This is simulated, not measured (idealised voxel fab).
Process module name: voxel spacer lines
We display cut, a cross-section 230 nm in width whose square cells are each 5 nm.
Cross-section layout: square cells on a grid; listed as bands, top to bottom; a band spans one or more cell rows.
Basically the band line says how high the top is and how high the bottom is, in nm, and then what's in it from left to right, every material with its width in nm. Empty space shows up as "empty", and if a single material carries "full width" it runs the full band edge to edge.
The level at which height equals 0 is the one under which the wafer, as it arrives, is entirely one material. No lower edge exists for the bottom band, which continues downward and is notated as in "from 0 down".
Note: "30..40" means the width goes from the first number (top row of the band) to the second number (bottom row) in equal steps per row of cells.
The cross-section has no changed cell in any step marked "all unchanged".
You'll see "Sealed-off cavities" listing empty spaces that have no way open to the top, as long as they're 8 cells or more; the notation is width x height at distance, where the distance is from the left edge, and all of it is in nm.
Whatever follows a step's settings on its line is a remark the simulator itself makes about that step.
What "overlay nm" on a step's line means: if the step has a mask, that mask lay this far to the right of its planned place, or, when the value is negative, to the left.

STEPS IN THE PROCESS PLAN
- 1: op RECEIVE | material Si
- 2: op CONFORMAL_DEP | material Al2O3 | thk nm 5
- 3: op DIRECTIONAL_DEP | material SiN | thk nm 15
- 4: op DIRECTIONAL_DEP | material aC | thk nm 25
- 5: op PATTERN | tone cover | mask id MANDREL | material resist | width nm 25 | pitch nm 80 | thk nm 30 | overlay nm 0
- 6: op DIRECTIONAL_ETCH | etch materials aC | depth nm 25
- 7: op STRIP | etch materials resist
- 8: op CONFORMAL_DEP | material SiO2 | thk nm 15
- 9: op DIRECTIONAL_ETCH | etch materials SiO2 | depth nm 15
- 10: op STRIP | etch materials aC
- 11: op DIRECTIONAL_ETCH | etch materials SiN | depth nm 15
- 12: op STRIP | etch materials SiO2

FIRST OF TWO WAFERS: RUN AS PLANNED

THE CROSS-SECTION HERE SHOWS THE WAFER AS RECEIVED, I.E. IN ITS STATE AFTER STEP 1
from 0 down  Si full width
Sealed-off cavities: none

WAFER AFTER STEP 2 (CROSS-SECTION)
from 5 to 0  Al2O3 full width
Whatever lies below 0 is exactly as it was before.

WAFER AFTER STEP 3 (CROSS-SECTION)
from 20 to 5  SiN full width
Whatever lies below 5 is exactly as it was before.

WAFER AFTER STEP 4 (CROSS-SECTION)
from 45 to 20  aC full width
Whatever lies below 20 is exactly as it was before.

WAFER AFTER STEP 5 (CROSS-SECTION)
from 75 to 45  empty=60, resist=25, empty=55, resist=25, empty=65
Whatever lies below 45 is exactly as it was before.

WAFER AFTER STEP 6 (CROSS-SECTION)
from 50 to 45  empty=60, resist=25, empty=55, resist=25, empty=65
from 45 to 20  empty=60, aC=25, empty=55, aC=25, empty=65
Whatever lies below 20 is exactly as it was before.

WAFER AFTER STEP 7 (CROSS-SECTION)
from 45 to 20  empty=60, aC=25, empty=55, aC=25, empty=65
Whatever lies below 20 is exactly as it was before.

WAFER AFTER STEP 8 (CROSS-SECTION)
from 60 to 45  empty=45, SiO2=55, empty=25, SiO2=55, empty=50
from 45 to 35  empty=45, SiO2=15, aC=25, SiO2=15, empty=25, SiO2=15, aC=25, SiO2=15, empty=50
from 35 to 20  SiO2=60, aC=25, SiO2=55, aC=25, SiO2=65
Whatever lies below 20 is exactly as it was before.

WAFER AFTER STEP 9 (CROSS-SECTION)
from 45 to 20  empty=45, SiO2=15, aC=25, SiO2=15, empty=25, SiO2=15, aC=25, SiO2=15, empty=50
Whatever lies below 20 is exactly as it was before.

WAFER AFTER STEP 10 (CROSS-SECTION)
from 45 to 20  empty=45, SiO2=15, empty=25, SiO2=15, empty=25, SiO2=15, empty=25, SiO2=15, empty=50
Whatever lies below 20 is exactly as it was before.

WAFER AFTER STEP 11 (CROSS-SECTION)
from 45 to 20  empty=45, SiO2=15, empty=25, SiO2=15, empty=25, SiO2=15, empty=25, SiO2=15, empty=50
from 20 to 5  empty=45, SiN=15, empty=25, SiN=15, empty=25, SiN=15, empty=25, SiN=15, empty=50
Whatever lies below 5 is exactly as it was before.

WAFER AFTER STEP 12 (CROSS-SECTION)
from 20 to 5  empty=45, SiN=15, empty=25, SiN=15, empty=25, SiN=15, empty=25, SiN=15, empty=50
Whatever lies below 5 is exactly as it was before.

THE SECOND WAFER BEGAN EXACTLY AS THE FIRST DID AND FOLLOWED THE SAME PLAN, BUT ONE MISTAKE WAS MADE WHILE RUNNING IT; THROUGH STEP 2 INCLUSIVE, THE TWO WAFERS ARE IDENTICAL

SECOND WAFER, SECTION VIEW, TIME POINT: SCHEDULED END OF STEP 3
from 25 to 5  SiN full width
Whatever lies below 5 is exactly as it was before.

SECOND WAFER, SECTION VIEW, TIME POINT: SCHEDULED END OF STEP 4
from 50 to 25  aC full width
Whatever lies below 25 is exactly as it was before.

SECOND WAFER, SECTION VIEW, TIME POINT: SCHEDULED END OF STEP 5
from 80 to 50  empty=60, resist=25, empty=55, resist=25, empty=65
Whatever lies below 50 is exactly as it was before.

SECOND WAFER, SECTION VIEW, TIME POINT: SCHEDULED END OF STEP 6
from 55 to 50  empty=60, resist=25, empty=55, resist=25, empty=65
from 50 to 25  empty=60, aC=25, empty=55, aC=25, empty=65
Whatever lies below 25 is exactly as it was before.

SECOND WAFER, SECTION VIEW, TIME POINT: SCHEDULED END OF STEP 7
from 50 to 25  empty=60, aC=25, empty=55, aC=25, empty=65
Whatever lies below 25 is exactly as it was before.

SECOND WAFER, SECTION VIEW, TIME POINT: SCHEDULED END OF STEP 8
from 65 to 50  empty=45, SiO2=55, empty=25, SiO2=55, empty=50
from 50 to 40  empty=45, SiO2=15, aC=25, SiO2=15, empty=25, SiO2=15, aC=25, SiO2=15, empty=50
from 40 to 25  SiO2=60, aC=25, SiO2=55, aC=25, SiO2=65
Whatever lies below 25 is exactly as it was before.

SECOND WAFER, SECTION VIEW, TIME POINT: SCHEDULED END OF STEP 9
from 50 to 25  empty=45, SiO2=15, aC=25, SiO2=15, empty=25, SiO2=15, aC=25, SiO2=15, empty=50
Whatever lies below 25 is exactly as it was before.

SECOND WAFER, SECTION VIEW, TIME POINT: SCHEDULED END OF STEP 10
from 50 to 25  empty=45, SiO2=15, empty=25, SiO2=15, empty=25, SiO2=15, empty=25, SiO2=15, empty=50
Whatever lies below 25 is exactly as it was before.

SECOND WAFER, SECTION VIEW, TIME POINT: SCHEDULED END OF STEP 11
from 50 to 25  empty=45, SiO2=15, empty=25, SiO2=15, empty=25, SiO2=15, empty=25, SiO2=15, empty=50
from 25 to 10  empty=45, SiN=15, empty=25, SiN=15, empty=25, SiN=15, empty=25, SiN=15, empty=50
Whatever lies below 10 is exactly as it was before.

SECOND WAFER, SECTION VIEW, TIME POINT: SCHEDULED END OF STEP 12
from 25 to 10  empty=45, SiN=15, empty=25, SiN=15, empty=25, SiN=15, empty=25, SiN=15, empty=50
Whatever lies below 10 is exactly as it was before.
Deviation noted in wafer processing: step 3, actual vs plan mismatch, actual run op DIRECTIONAL_DEP | material SiN | thk nm 20
End check, counted in cells, second wafer has more or fewer of these materials than the first: 46 more of SiN
